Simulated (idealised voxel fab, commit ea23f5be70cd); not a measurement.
Process module name: voxel capacitor over wiring
Each square cell in cross-section cut measures 5 nm, and the section as a whole is 265 nm wide.
Cross-section = grid of square cells, listed top down in bands; band = one or more rows. The entry gives the band's vertical extent as a top height and a bottom height in nm, then its horizontal make-up as materials from left to right, each with a width in nm. "air" stands for empty space; a single material marked "edge to edge" fills the band edge to edge. Zero point of the height axis is 0; under it, received wafer = one material. Lowest band: continues down indefinitely, "0 down". When a width is written as two numbers, as in "30->40", the first number is the width in the top row of cells of the band and the second is the width in its bottom row, and the width changes by the same amount from each row to the next. Given "nothing altered" for a step, no cell of the cross-section differs between before and after that step. Sealed-off cavities: empty space of 8 cells or more with no open way to the top, each as width x height at its distance from the left edge, in nm. Anything after a step's settings on that line? It's the simulator's own note about the step. overlay nm: right-of-plan distance of the mask on a masked step; negative values mean left-of-plan. Read the rest as pairs. Take the cross-section before one process step, then the cross-section after it, which shows only down to the lowest band that changed. Under the pair, find the step between them and its settings. Bear in mind that pairs may come from different runs of this module on the same starting wafer: link a pair to the pair above it only where its entry headed "Before this step" says to.

Before this step
    80 to 70 = 85 air / 65 TiN / 115 air
    70 to 65 = 85 air / 65 SiN / 115 air
    65 to 55 = SiO2 edge to edge
    55 to 45 = 85 SiO2 / 5 TiN / 5 Ru / 5 TiN / 165 SiO2
    45 to 40 = 85 SiCN / 15 TiN / 165 SiCN
    40 to 35 = 70 SiCN / 35 Ru / 50 SiCN / 35 Ru / 75 SiCN
    35 to 20 = 75 SiO2 / 5 TiN / 15 Ru / 5 TiN / 60 SiO2 / 5 TiN / 15 Ru / 5 TiN / 80 SiO2
    20 to 15 = 75 SiCN / 25 TiN / 60 SiCN / 25 TiN / 80 SiCN
    15 to 0 = SiO2 edge to edge
    0 down = Si edge to edge
    Sealed-off cavities: none

After
    90 to 80 = 85 air / 65 aC / 115 air
    80 to 75 = 85 air / 65 TiN / 115 air
    75 to 70 = 85 aC / 65 TiN / 115 aC
    70 to 65 = 85 aC / 65 SiN / 115 aC
    Everything under 65 stays put, no change at all.
    Sealed-off cavities: none
In between the before and after cross-sections above, the step is op DIRECTIONAL_DEP | material aC | thk nm 10

Before this step: nothing new to draw here, it's the after view of the pair just above.

After
    120 to 90 = 80 air / 75 resist / 110 air
    90 to 80 = 80 air / 5 resist / 65 aC / 5 resist / 110 air
    80 to 75 = 80 air / 5 resist / 65 TiN / 5 resist / 110 air
    Everything under 75 stays put, no change at all.
    Sealed-off cavities: none
In between the before and after cross-sections above, the step is op PATTERN | tone cover | mask id LOWER_PLATE | material resist | width nm 75 | thk nm 30 | overlay nm 0

Before this step: nothing new to draw here, it's the after view of the pair just above.

After
    110 to 90 = 80 air / 75 resist / 110 air
    90 to 80 = 80 air / 5 resist / 65 aC / 5 resist / 110 air
    80 to 75 = 80 air / 5 resist / 65 TiN / 5 resist / 110 air
    75 to 70 = 80 air / 5 aC / 65 TiN / 5 aC / 110 air
    70 to 65 = 80 air / 5 aC / 65 SiN / 5 aC / 110 air
    Everything under 65 stays put, no change at all.
    Sealed-off cavities: none
In between the before and after cross-sections above, the step is op DIRECTIONAL_ETCH | etch materials aC | depth nm 10

Before this step: nothing new to draw here, it's the after view of the pair just above.

After
    90 to 80 = 85 air / 65 aC / 115 air
    80 to 75 = 85 air / 65 TiN / 115 air
    Everything under 75 stays put, no change at all.
    Sealed-off cavities: none
In between the before and after cross-sections above, the step is op STRIP | etch materials resist

Before this step: nothing new to draw here, it's the after view of the pair just above.

After
    80 to 70 = 85 air / 65 TiN / 115 air
    70 to 65 = 85 air / 65 SiN / 115 air
    Everything under 65 stays put, no change at all.
    Sealed-off cavities: none
In between the before and after cross-sections above, the step is op STRIP | etch materials aC

Before this step: nothing new to draw here, it's the after view of the pair just above.

After
    95 to 80 = SiO2 edge to edge
    80 to 70 = 85 SiO2 / 65 TiN / 115 SiO2
    70 to 65 = 85 SiO2 / 65 SiN / 115 SiO2
    Everything under 65 stays put, no change at all.
    Sealed-off cavities: none
In between the before and after cross-sections above, the step is op FILL_DEP | material SiO2 | thk nm 15

Before this step: nothing new to draw here, it's the after view of the pair just above.

After
    90 to 80 = SiO2 edge to edge
    Everything under 80 stays put, no change at all.
    Sealed-off cavities: none
In between the before and after cross-sections above, the step is op CMP | height nm 90

Before this step: nothing new to draw here, it's the after view of the pair just above.

After
    90 to 80 = 95 SiO2 / 15 air / 155 SiO2
    Everything under 80 stays put, no change at all.
    Sealed-off cavities: none
In between the before and after cross-sections above, the step is op MASKED_ETCH | tone open | mask id PLUG_2 | width nm 15 | etch materials SiO2 | depth nm 10 | overlay nm 0

Before this step: nothing new to draw here, it's the after view of the pair just above.

After
    95 to 90 = 100 TiN / 5 air / 160 TiN
    90 to 85 = 95 SiO2 / 5 TiN / 5 air / 5 TiN / 155 SiO2
    85 to 80 = 95 SiO2 / 15 TiN / 155 SiO2
    Everything under 80 stays put, no change at all.
    Sealed-off cavities: none
In between the before and after cross-sections above, the step is op CONFORMAL_DEP | material TiN | thk nm 5

Before this step: nothing new to draw here, it's the after view of the pair just above.

After
    105 to 95 = Ru edge to edge
    95 to 90 = 100 TiN / 5 Ru / 160 TiN
    90 to 85 = 95 SiO2 / 5 TiN / 5 Ru / 5 TiN / 155 SiO2
    Everything under 85 stays put, no change at all.
    Sealed-off cavities: none
In between the before and after cross-sections above, the step is op FILL_DEP | material Ru | thk nm 10

Before this step: nothing new to draw here, it's the after view of the pair just above.

After
    90 to 85 = 95 SiO2 / 5 TiN / 5 Ru / 5 TiN / 155 SiO2
    Everything under 85 stays put, no change at all.
    Sealed-off cavities: none
In between the before and after cross-sections above, the step is op CMP | height nm 90

Before this step: nothing new to draw here, it's the after view of the pair just above.

After
    95 to 90 = SiCN edge to edge
    Everything under 90 stays put, no change at all.
    Sealed-off cavities: none
In between the before and after cross-sections above, the step is op CONFORMAL_DEP | material SiCN | thk nm 5

Before this step
    55 to 45 = SiO2 edge to edge
    45 to 40 = SiCN edge to edge
    40 to 35 = 70 SiCN / 35 Ru / 50 SiCN / 35 Ru / 75 SiCN
    35 to 20 = 75 SiO2 / 5 TiN / 15 Ru / 5 TiN / 60 SiO2 / 5 TiN / 15 Ru / 5 TiN / 80 SiO2
    20 to 15 = 75 SiCN / 25 TiN / 60 SiCN / 25 TiN / 80 SiCN
    15 to 0 = SiO2 edge to edge
    0 down = Si edge to edge
    Sealed-off cavities: none

After
    75 to 55 = 85 air / 15 resist / 165 air
    Everything under 55 stays put, no change at all.
    Sealed-off cavities: none
In between the before and after cross-sections above, the step is op PATTERN | tone cover | mask id PLUG_1 | material resist | width nm 15 | thk nm 20 | overlay nm 0

Before this step: nothing new to draw here, it's the after view of the pair just above.

After
    75 to 55 = 85 air / 15 resist / 165 air
    55 to 45 = 85 air / 15 SiO2 / 165 air
    Everything under 45 stays put, no change at all.
    Sealed-off cavities: none
In between the before and after cross-sections above, the step is op DIRECTIONAL_ETCH | etch materials SiO2 | depth nm 10

Before this step: nothing new to draw here, it's the after view of the pair just above.

After
    75 to 55 = 85 air / 15 resist / 165 air
    55 to 45 = 85 air / 15 SiO2 / 165 air
    45 to 40 = 85 air / 15 SiCN / 165 air
    Everything under 40 stays put, no change at all.
    Sealed-off cavities: none
In between the before and after cross-sections above, the step is op DIRECTIONAL_ETCH | etch materials SiCN | depth nm 5

Before this step: nothing new to draw here, it's the after view of the pair just above.

After
    55 to 45 = 85 air / 15 SiO2 / 165 air
    Everything under 45 stays put, no change at all.
    Sealed-off cavities: none
In between the before and after cross-sections above, the step is op STRIP | etch materials resist

Before this step: nothing new to draw here, it's the after view of the pair just above.

After
    60 to 55 = 80 air / 25 TiN / 160 air
    55 to 45 = 80 air / 5 TiN / 15 SiO2 / 5 TiN / 160 air
    45 to 40 = 85 TiN / 15 SiCN / 165 TiN
    Everything under 40 stays put, no change at all.
    Sealed-off cavities: none
In between the before and after cross-sections above, the step is op CONFORMAL_DEP | material TiN | thk nm 5

Before this step: nothing new to draw here, it's the after view of the pair just above.

After
    65 to 60 = Ru edge to edge
    60 to 55 = 80 Ru / 25 TiN / 160 Ru
    55 to 45 = 80 Ru / 5 TiN / 15 SiO2 / 5 TiN / 160 Ru
    Everything under 45 stays put, no change at all.
    Sealed-off cavities: none
In between the before and after cross-sections above, the step is op FILL_DEP | material Ru | thk nm 5

Before this step: nothing new to draw here, it's the after view of the pair just above.

After
    55 to 45 = 80 Ru / 5 TiN / 15 SiO2 / 5 TiN / 160 Ru
    Everything under 45 stays put, no change at all.
    Sealed-off cavities: none
In between the before and after cross-sections above, the step is op CMP | height nm 55

Before this step: nothing new to draw here, it's the after view of the pair just above.

After
    65 to 55 = TiN edge to edge
    Everything under 55 stays put, no change at all.
    Sealed-off cavities: none
In between the before and after cross-sections above, the step is op DIRECTIONAL_DEP | material TiN | thk nm 10

Before this step: nothing new to draw here, it's the after view of the pair just above.

After
    70 to 65 = SiN edge to edge
    Everything under 65 stays put, no change at all.
    Sealed-off cavities: none
In between the before and after cross-sections above, the step is op DIRECTIONAL_DEP | material SiN | thk nm 5

Before this step: nothing new to draw here, it's the after view of the pair just above.

After
    80 to 70 = TiN edge to edge
    Everything under 70 stays put, no change at all.
    Sealed-off cavities: none
In between the before and after cross-sections above, the step is op DIRECTIONAL_DEP | material TiN | thk nm 10

Before this step: nothing new to draw here, it's the after view of the pair just above.

After
    95 to 80 = aC edge to edge
    Everything under 80 stays put, no change at all.
    Sealed-off cavities: none
In between the before and after cross-sections above, the step is op DIRECTIONAL_DEP | material aC | thk nm 15

Before this step: nothing new to draw here, it's the after view of the pair just above.

After
    125 to 95 = 85 air / 65 resist / 115 air
    Everything under 95 stays put, no change at all.
    Sealed-off cavities: none
In between the before and after cross-sections above, the step is op PATTERN | tone cover | mask id UPPER_PLATE | material resist | width nm 65 | thk nm 30 | overlay nm 0

Before this step: nothing new to draw here, it's the after view of the pair just above.

After
    110 to 95 = 85 air / 65 resist / 115 air
    95 to 80 = 85 air / 65 aC / 115 air
    Everything under 80 stays put, no change at all.
    Sealed-off cavities: none
In between the before and after cross-sections above, the step is op DIRECTIONAL_ETCH | etch materials aC | depth nm 15

Before this step: nothing new to draw here, it's the after view of the pair just above.

After
    95 to 80 = 85 air / 65 aC / 115 air
    Everything under 80 stays put, no change at all.
    Sealed-off cavities: none
In between the before and after cross-sections above, the step is op STRIP | etch materials resist

Before this step: nothing new to draw here, it's the after view of the pair just above.

After
    95 to 80 = 85 air / 65 aC / 115 air
    80 to 70 = 85 air / 65 TiN / 115 air
    Everything under 70 stays put, no change at all.
    Sealed-off cavities: none
In between the before and after cross-sections above, the step is op DIRECTIONAL_ETCH | etch materials TiN | depth nm 10

Before this step: nothing new to draw here, it's the after view of the pair just above.

After
    95 to 80 = 85 air / 65 aC / 115 air
    80 to 70 = 85 air / 65 TiN / 115 air
    70 to 65 = 85 air / 65 SiN / 115 air
    Everything under 65 stays put, no change at all.
    Sealed-off cavities: none
In between the before and after cross-sections above, the step is op DIRECTIONAL_ETCH | etch materials SiN | depth nm 5

Before this step: nothing new to draw here, it's the after view of the pair just above.

After
    80 to 70 = 85 air / 65 TiN / 115 air
    Everything under 70 stays put, no change at all.
    Sealed-off cavities: none
In between the before and after cross-sections above, the step is op STRIP | etch materials aC

Before this step: nothing new to draw here, it's the after view of the pair just above.

After
    90 to 80 = 85 air / 65 aC / 115 air
    80 to 75 = 85 air / 65 TiN / 115 air
    75 to 70 = 85 aC / 65 TiN / 115 aC
    70 to 65 = 85 aC / 65 SiN / 115 aC
    Everything under 65 stays put, no change at all.
    Sealed-off cavities: none
In between the before and after cross-sections above, the step is op DIRECTIONAL_DEP | material aC | thk nm 10

Before this step: nothing new to draw here, it's the after view of the pair just above.

After
    120 to 90 = 80 air / 75 resist / 110 air
    90 to 80 = 80 air / 5 resist / 65 aC / 5 resist / 110 air
    80 to 75 = 80 air / 5 resist / 65 TiN / 5 resist / 110 air
    Everything under 75 stays put, no change at all.
    Sealed-off cavities: none
In between the before and after cross-sections above, the step is op PATTERN | tone cover | mask id LOWER_PLATE | material resist | width nm 75 | thk nm 30 | overlay nm 0

Before this step: nothing new to draw here, it's the after view of the pair just above.

After
    110 to 90 = 80 air / 75 resist / 110 air
    90 to 80 = 80 air / 5 resist / 65 aC / 5 resist / 110 air
    80 to 75 = 80 air / 5 resist / 65 TiN / 5 resist / 110 air
    75 to 70 = 80 air / 5 aC / 65 TiN / 5 aC / 110 air
    70 to 65 = 80 air / 5 aC / 65 SiN / 5 aC / 110 air
    Everything under 65 stays put, no change at all.
    Sealed-off cavities: none
In between the before and after cross-sections above, the step is op DIRECTIONAL_ETCH | etch materials aC | depth nm 10

Before this step: nothing new to draw here, it's the after view of the pair just above.

After
    90 to 80 = 85 air / 65 aC / 115 air
    80 to 75 = 85 air / 65 TiN / 115 air
    Everything under 75 stays put, no change at all.
    Sealed-off cavities: none
In between the before and after cross-sections above, the step is op STRIP | etch materials resist

Before this step: nothing new to draw here, it's the after view of the pair just above.

After
    90 to 80 = 85 air / 65 aC / 115 air
    80 to 75 = 85 air / 65 TiN / 115 air
    75 to 70 = 80 air / 5 aC / 65 TiN / 5 aC / 110 air
    70 to 65 = 80 air / 5 aC / 65 SiN / 5 aC / 110 air
    65 to 55 = 80 air / 75 TiN / 110 air
    Everything under 55 stays put, no change at all.
    Sealed-off cavities: none
In between the before and after cross-sections above, the step is op DIRECTIONAL_ETCH | etch materials TiN | depth nm 10

Before this step: nothing new to draw here, it's the after view of the pair just above.

After
    80 to 70 = 85 air / 65 TiN / 115 air
    70 to 65 = 85 air / 65 SiN / 115 air
    Everything under 65 stays put, no change at all.
    Sealed-off cavities: none
In between the before and after cross-sections above, the step is op STRIP | etch materials aC

Before this step: nothing new to draw here, it's the after view of the pair just above.

After
    95 to 80 = SiO2 edge to edge
    80 to 70 = 85 SiO2 / 65 TiN / 115 SiO2
    70 to 65 = 85 SiO2 / 65 SiN / 115 SiO2
    65 to 55 = 80 SiO2 / 75 TiN / 110 SiO2
    Everything under 55 stays put, no change at all.
    Sealed-off cavities: none
In between the before and after cross-sections above, the step is op FILL_DEP | material SiO2 | thk nm 15

Before this step: nothing new to draw here, it's the after view of the pair just above.

After
    90 to 80 = SiO2 edge to edge
    Everything under 80 stays put, no change at all.
    Sealed-off cavities: none
In between the before and after cross-sections above, the step is op CMP | height nm 90

Before this step: nothing new to draw here, it's the after view of the pair just above.

After
    90 to 80 = 95 SiO2 / 15 air / 155 SiO2
    Everything under 80 stays put, no change at all.
    Sealed-off cavities: none
In between the before and after cross-sections above, the step is op MASKED_ETCH | tone open | mask id PLUG_2 | width nm 15 | etch materials SiO2 | depth nm 10 | overlay nm 0

Before this step: nothing new to draw here, it's the after view of the pair just above.

After
    95 to 90 = 100 TiN / 5 air / 160 TiN
    90 to 85 = 95 SiO2 / 5 TiN / 5 air / 5 TiN / 155 SiO2
    85 to 80 = 95 SiO2 / 15 TiN / 155 SiO2
    Everything under 80 stays put, no change at all.
    Sealed-off cavities: none
In between the before and after cross-sections above, the step is op CONFORMAL_DEP | material TiN | thk nm 5

Before this step: nothing new to draw here, it's the after view of the pair just above.

After
    105 to 95 = Ru edge to edge
    95 to 90 = 100 TiN / 5 Ru / 160 TiN
    90 to 85 = 95 SiO2 / 5 TiN / 5 Ru / 5 TiN / 155 SiO2
    Everything under 85 stays put, no change at all.
    Sealed-off cavities: none
In between the before and after cross-sections above, the step is op FILL_DEP | material Ru | thk nm 10

Before this step: nothing new to draw here, it's the after view of the pair just above.

After
    90 to 85 = 95 SiO2 / 5 TiN / 5 Ru / 5 TiN / 155 SiO2
    Everything under 85 stays put, no change at all.
    Sealed-off cavities: none
In between the before and after cross-sections above, the step is op CMP | height nm 90

Before this step: nothing new to draw here, it's the after view of the pair just above.

After
    95 to 90 = SiCN edge to edge
    Everything under 90 stays put, no change at all.
    Sealed-off cavities: none
In between the before and after cross-sections above, the step is op CONFORMAL_DEP | material SiCN | thk nm 5
